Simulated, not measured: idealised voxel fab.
Name of the process module below: voxel gate over fins
The cross-section shown here is cut; it is 210 nm wide and divided into square cells measuring 5 nm on a side.
Just so we're on the same page, the cross-sections are grids of square cells, and they're listed out in bands top to bottom, each band one or more rows deep. Basically the band line says how high the top is and how high the bottom is, in nm, and then what's in it from left to right, every material with its width in nm. Empty space shows up as "blank", and if a single material carries "throughout" it runs the full band edge to edge. It should be noted that heights are counted from 0, beneath which the wafer as supplied is of one material throughout, and that the lowest band possesses no lower boundary but continues downward, as written in "z 0 and below". The notation "30 to 40" denotes a width that varies across the rows of cells in the band, beginning at the first number in the top row, finishing at the second number in the bottom row, and changing by an identical amount from each row to the next. Given "left unchanged" for a step, no cell of the cross-section differs between before and after that step. In "Closed void roster" the enclosed voids are listed, meaning empty spaces of 8 cells or larger without any opening to the top. The form is width x height at distance, distance from the left edge, units nm. On each step's line, the part that comes after the settings is the simulator's own comment on the step. A step line may carry the setting "overlay nm", which, for steps involving a mask, states the distance by which the mask lay to the right of its intended position; negative values denote displacement to the left.

Steps in the process plan
1 op RECEIVE | material Si
2 op CONFORMAL_DEP | material SiN | thk nm 5
3 op DIRECTIONAL_DEP | material aC | thk nm 10
4 op PATTERN | tone cover | mask id FINS | material resist | width nm 15 | pitch nm 35 | thk nm 30 | overlay nm 0
5 op DIRECTIONAL_ETCH | etch materials aC | depth nm 10
6 op STRIP | etch materials resist
7 op DIRECTIONAL_ETCH | etch materials SiN | depth nm 5
8 op DIRECTIONAL_ETCH | etch materials Si | depth nm 35
9 op STRIP | etch materials aC
10 op OXIDIZE | depth nm 5
11 op FILL_DEP | material SiO2 | thk nm 15
12 op CMP | height nm 5
13 op SELECTIVE_ETCH | etch materials SiO2 | depth nm 20
14 op STRIP | etch materials SiN
15 op CONFORMAL_DEP | material HfO2 | thk nm 5
16 op CONFORMAL_DEP | material TiN | thk nm 5
17 op CONFORMAL_DEP | material TiAl | thk nm 5
18 op CONFORMAL_DEP | material TiN | thk nm 5
19 op FILL_DEP | material W | thk nm 15
20 op CMP | height nm 30
21 op CONFORMAL_DEP | material SiN | thk nm 5
varied across the wafers: thk nm of step 17. The plan shows the first wafer's value. All wafers start alike

The first of several wafers as received, shown in cross-section; this is its state after step 1
- z 0 and below  Si throughout
- Closed void roster: none

First wafer of several, cross-section, module end, after step 21 (last)
- z 35 to 30  SiN throughout
- z 30 to 20  W throughout
- z 20 to 15  30 W / 150 TiN / 30 W
- z 15 to 10  30 W / 5 TiN / 140 TiAl / 5 TiN / 30 W
- z 10 to 5  30 W / 5 TiN / 5 TiAl / 25 TiN / 10 TiAl / 25 TiN / 10 TiAl / 25 TiN / 10 TiAl / 25 TiN / 5 TiAl / 5 TiN / 30 W
- z 5 to 0  35 TiN / 5 TiAl / 5 TiN / 15 HfO2 / 5 TiN / 10 TiAl / 5 TiN / 15 HfO2 / 5 TiN / 10 TiAl / 5 TiN / 15 HfO2 / 5 TiN / 10 TiAl / 5 TiN / 15 HfO2 / 5 TiN / 5 TiAl / 35 TiN
- z 0 to -5  40 TiAl / 5 TiN / 5 HfO2 / 5 Si / 5 HfO2 / 5 TiN / 10 TiAl / 5 TiN / 5 HfO2 / 5 Si / 5 HfO2 / 5 TiN / 10 TiAl / 5 TiN / 5 HfO2 / 5 Si / 5 HfO2 / 5 TiN / 10 TiAl / 5 TiN / 5 HfO2 / 5 Si / 5 HfO2 / 5 TiN / 40 TiAl
- z -5 to -10  45 TiN / 5 HfO2 / 5 Si / 5 HfO2 / 20 TiN / 5 HfO2 / 5 Si / 5 HfO2 / 20 TiN / 5 HfO2 / 5 Si / 5 HfO2 / 20 TiN / 5 HfO2 / 5 Si / 5 HfO2 / 45 TiN
- z -10 to -15  50 HfO2 / 5 Si / 30 HfO2 / 5 Si / 30 HfO2 / 5 Si / 30 HfO2 / 5 Si / 50 HfO2
- z -15 to -40  50 SiO2 / 5 Si / 30 SiO2 / 5 Si / 30 SiO2 / 5 Si / 30 SiO2 / 5 Si / 50 SiO2
- z -40 and below  Si throughout
- Closed void roster: none

Last wafer x-sec, end of module
- z 35 to 30  SiN throughout
- z 30 to 20  15 W / 5 TiN / 170 TiAl / 5 TiN / 15 W
- z 20 to 15  20 TiN / 170 TiAl / 20 TiN
- z 15 to 10  TiAl throughout
- z 10 to 5  40 TiAl / 25 TiN / 10 TiAl / 25 TiN / 10 TiAl / 25 TiN / 10 TiAl / 25 TiN / 40 TiAl
- z 5 to 0  40 TiAl / 5 TiN / 15 HfO2 / 5 TiN / 10 TiAl / 5 TiN / 15 HfO2 / 5 TiN / 10 TiAl / 5 TiN / 15 HfO2 / 5 TiN / 10 TiAl / 5 TiN / 15 HfO2 / 5 TiN / 40 TiAl
- z 0 to -5  40 TiAl / 5 TiN / 5 HfO2 / 5 Si / 5 HfO2 / 5 TiN / 10 TiAl / 5 TiN / 5 HfO2 / 5 Si / 5 HfO2 / 5 TiN / 10 TiAl / 5 TiN / 5 HfO2 / 5 Si / 5 HfO2 / 5 TiN / 10 TiAl / 5 TiN / 5 HfO2 / 5 Si / 5 HfO2 / 5 TiN / 40 TiAl
- z -5 to -10  45 TiN / 5 HfO2 / 5 Si / 5 HfO2 / 20 TiN / 5 HfO2 / 5 Si / 5 HfO2 / 20 TiN / 5 HfO2 / 5 Si / 5 HfO2 / 20 TiN / 5 HfO2 / 5 Si / 5 HfO2 / 45 TiN
- z -10 to -15  50 HfO2 / 5 Si / 30 HfO2 / 5 Si / 30 HfO2 / 5 Si / 30 HfO2 / 5 Si / 50 HfO2
- z -15 to -40  50 SiO2 / 5 Si / 30 SiO2 / 5 Si / 30 SiO2 / 5 Si / 30 SiO2 / 5 Si / 50 SiO2
- z -40 and below  Si throughout
- Closed void roster: none

Tabulated below, wafer by wafer, are the end-of-module results: for each material, the number of cells gained (+) or lost (-) relative to the as-received state, followed by the closed voids
thk nm 5 | +66 HfO2 | -304 Si | +42 SiN | +190 SiO2 | +66 TiAl | +114 TiN | +120 W | Closed void roster: none
thk nm 10 | +66 HfO2 | -304 Si | +42 SiN | +190 SiO2 | +114 TiAl | +114 TiN | +72 W | Closed void roster: none
thk nm 15 | +66 HfO2 | -304 Si | +42 SiN | +190 SiO2 | +162 TiAl | +114 TiN | +24 W | Closed void roster: none
thk nm 20 | +66 HfO2 | -304 Si | +42 SiN | +190 SiO2 | +210 TiAl | +78 TiN | +12 W | Closed void roster: none
